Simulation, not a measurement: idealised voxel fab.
voxel transistor to metal: a process module
FYI the section here is cut, 200 nm wide, cells are 5 nm squares.
Notation: cross-section as square-cell grid; stated in bands, top first, going down; one or more cell rows per band. Top height, bottom height, nm. Materials left to right, width each, nm. Single material + "throughout" = fills band edge to edge. "blank" = empty. Ref level 0: as-received wafer is one material below here. Bottom band extends down with no lower bound ("from 0 down"). A width such as "30->40" changes by the same amount from each row of cells to the next, from the band's top row to its bottom row. No cell of the cross-section changed in a step that is given as "all unchanged". For the entry "Enclosed void list", the listed items are empty spaces with no open way to the top whose size is 8 cells or more; each item follows the pattern width x height at distance, where distance is from the left edge and all three are in nm. Note: text after step settings on the step line = simulator remark on that step. A step line may carry the setting "overlay nm", which, for steps involving a mask, states the distance by which the mask lay to the right of its intended position; negative values denote displacement to the left.
-- Steps planned for the process
1,RECEIVE | material Si
2,OXIDIZE | depth nm 5
3,CONFORMAL_DEP | material SiN | thk nm 15
4,MASKED_ETCH | tone cover | mask id ACTIVE | width nm 105 | etch materials SiN | depth nm 15 | overlay nm 0
5,MASKED_ETCH | tone cover | mask id ACTIVE | width nm 105 | etch materials SiO2 | depth nm 5 | overlay nm 0
6,MASKED_ETCH | tone cover | mask id ACTIVE | width nm 105 | etch materials Si | depth nm 25 | overlay nm 0
7,FILL_DEP | material SiO2 | thk nm 5
8,CMP | height nm 15
9,SELECTIVE_ETCH | etch materials SiO2 | depth nm 15
10,STRIP | etch materials SiN
11,SELECTIVE_ETCH | etch materials SiO2 | depth nm 5
12,OXIDIZE | depth nm 5
13,DIRECTIONAL_DEP | material polySi | thk nm 20
14,DIRECTIONAL_DEP | material SiCN | thk nm 15
15,PATTERN | tone cover | mask id GATE | material resist | width nm 25 | thk nm 15 | overlay nm 0
16,DIRECTIONAL_ETCH | etch materials SiCN | depth nm 25
17,DIRECTIONAL_ETCH | etch materials polySi | depth nm 30
18,STRIP | etch materials resist
19,CONFORMAL_DEP | material SiN | thk nm 10
20,DIRECTIONAL_ETCH | etch materials SiN | depth nm 10
21,DIRECTIONAL_ETCH | etch materials SiO2 | depth nm 5
22,DIRECTIONAL_ETCH | etch materials Si | depth nm 5
23,EPI | material pSi | thk nm 5
24,FILL_DEP | material SiO2 | thk nm 5
25,CMP | height nm 15
26,STRIP | etch materials polySi
27,SELECTIVE_ETCH | etch materials SiO2 | depth nm 5
28,CONFORMAL_DEP | material HfO2 | thk nm 5
29,CONFORMAL_DEP | material TiN | thk nm 5
30,FILL_DEP | material W | thk nm 10
31,CMP | height nm 10
32,DIRECTIONAL_DEP | material SiO2 | thk nm 15
33,MASKED_ETCH | tone open | mask id CONTACT | width nm 15 | pitch nm 80 | etch materials SiO2 | depth nm 35 | overlay nm 0
34,CONFORMAL_DEP | material TiN | thk nm 5
35,FILL_DEP | material W | thk nm 10
36,CMP | height nm 25
37,CONFORMAL_DEP | material SiN | thk nm 5
38,DIRECTIONAL_DEP | material lowk | thk nm 25
39,DIRECTIONAL_DEP | material aC | thk nm 10
40,PATTERN | tone open | mask id METAL_1 | material resist | width nm 15 | pitch nm 80 | thk nm 30 | overlay nm 0
41,DIRECTIONAL_ETCH | etch materials aC | depth nm 10
42,STRIP | etch materials resist
43,DIRECTIONAL_ETCH | etch materials lowk | depth nm 25
44,DIRECTIONAL_ETCH | etch materials SiN | depth nm 5
45,STRIP | etch materials aC
46,CONFORMAL_DEP | material TiN | thk nm 5
47,FILL_DEP | material Ru | thk nm 5
48,CMP | height nm 55
49,CONFORMAL_DEP | material SiN | thk nm 5
-- Step 1 complete: cross-section of the wafer as received
    from 0 down  Si throughout
    Enclosed void list: none
-- One mistake in running the module, otherwise start and plan as above: cross-section at the end
    from 60 to 55  SiN throughout
    from 55 to 30  lowk 50 nm  TiN 5 nm  Ru 5 nm  TiN 5 nm  lowk 65 nm  TiN 5 nm  Ru 5 nm  TiN 5 nm  lowk 55 nm
    from 30 to 25  SiN 50 nm  TiN 15 nm  SiN 65 nm  TiN 15 nm  SiN 55 nm
    from 25 to 20  W 65 nm  TiN 30 nm  W 5 nm  TiN 30 nm  W 70 nm
    from 20 to 15  TiN 70 nm  HfO2 20 nm  TiN 5 nm  W 5 nm  TiN 5 nm  HfO2 20 nm  TiN 75 nm
    from 15 to 10  HfO2 75 nm  SiN 10 nm  HfO2 5 nm  TiN 5 nm  W 5 nm  TiN 5 nm  HfO2 5 nm  SiN 10 nm  HfO2 80 nm
    from 10 to 0  SiO2 75 nm  SiN 10 nm  HfO2 5 nm  TiN 5 nm  W 5 nm  TiN 5 nm  HfO2 5 nm  SiN 10 nm  SiO2 80 nm
    from 0 to -5  SiO2 75 nm  SiN 10 nm  HfO2 5 nm  TiN 15 nm  HfO2 5 nm  SiN 10 nm  SiO2 80 nm
    from -5 to -10  SiO2 70 nm  pSi 5 nm  SiO2 5 nm  HfO2 35 nm  SiO2 5 nm  pSi 5 nm  SiO2 75 nm
    from -10 to -15  SiO2 45 nm  pSi 30 nm  Si 45 nm  pSi 30 nm  SiO2 50 nm
    from -15 to -30  SiO2 45 nm  Si 105 nm  SiO2 50 nm
    from -30 down  Si throughout
    Enclosed void list: none
In executing the process, a mistake was made relative to the plan: heads up, step 31 of the plan was skipped and never actually ran
